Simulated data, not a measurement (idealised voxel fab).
The document below concerns the process module designated voxel self aligned contacts.
It is cross-section cut that appears here, measuring 260 nm in width, its square cells being 5 nm in size.
If you're reading a cross-section in this doc, picture square cells in a grid; it comes to you as bands, top ones listed first down to the bottom, and a band can be one or more rows of cells.
What a band's entry tells you: where the top is and where the bottom is, as heights in nm, and after that what lies inside, material by material from left to right, each with its width in nm. Empty space is written as the word "empty", and a single material marked with the word "edge to edge" occupies the band from edge to edge.
The level at which height equals 0 is the one under which the wafer, as it arrives, is entirely one material. No lower edge exists for the bottom band, which continues downward and is notated as in "0..down".
A two-number width, for instance "30 to 40", indicates that the width is equal to the first number in the top row of the band and to the second number in the bottom row, and that it changes by a constant amount per row of cells.
Basically "everything unchanged" means that step didn't change any cell in the cross-section.
Reported under the label "Closed void roster" are the empty spaces having no open way to the top and comprising 8 cells or more; the notation for each is width x height at distance, in which the distance is measured from the left edge and all three values are in nm.
It should be noted that, on the line of a given step, the content following the step's settings is a remark produced by the simulator itself with respect to that step.
overlay nm: mask right of planned place by this much (step with mask). Neg. = left.
The process steps that were planned are listed below:
1. RECEIVE with material Si
2. CONFORMAL_DEP with material SiO2, thk nm 5
3. DIRECTIONAL_DEP with material polySi, thk nm 30
4. DIRECTIONAL_DEP with material SiN, thk nm 25
5. MASKED_ETCH with tone cover, mask id GATE, width nm 25, pitch nm 60, etch materials SiN, depth nm 25, overlay nm 0
6. MASKED_ETCH with tone cover, mask id GATE, width nm 25, pitch nm 60, etch materials polySi, depth nm 30, overlay nm 0
7. CONFORMAL_DEP with material SiN, thk nm 10
8. DIRECTIONAL_ETCH with etch materials SiN, depth nm 10
9. FILL_DEP with material SiO2, thk nm 15
10. CMP with height nm 65
11. MASKED_ETCH with tone open, mask id CONTACT, width nm 45, pitch nm 60, etch materials SiO2, depth nm 65, overlay nm 0
12. CONFORMAL_DEP with material TiN, thk nm 5
13. FILL_DEP with material W, thk nm 5
14. CMP with height nm 65
15. CONFORMAL_DEP with material SiCN, thk nm 5
Shown in cross-section is the wafer as received, that is, as it stands after step 1:
	0..down: Si edge to edge
	Closed void roster: none
Starting wafer: above. Plan: above. Run: one mistake. Cross-section after the module: below:
	70..65: SiCN edge to edge
	65..60: 75 nm SiO2 | 45 nm TiN | 15 nm SiO2 | 45 nm TiN | 80 nm SiO2
	60..35: W edge to edge
	35..5: polySi edge to edge
	5..0: SiO2 edge to edge
	0..down: Si edge to edge
	Closed void roster: none
Processing error: step 4 was processed under conditions differing from the plan, specifically as DIRECTIONAL_DEP with material W, thk nm 25
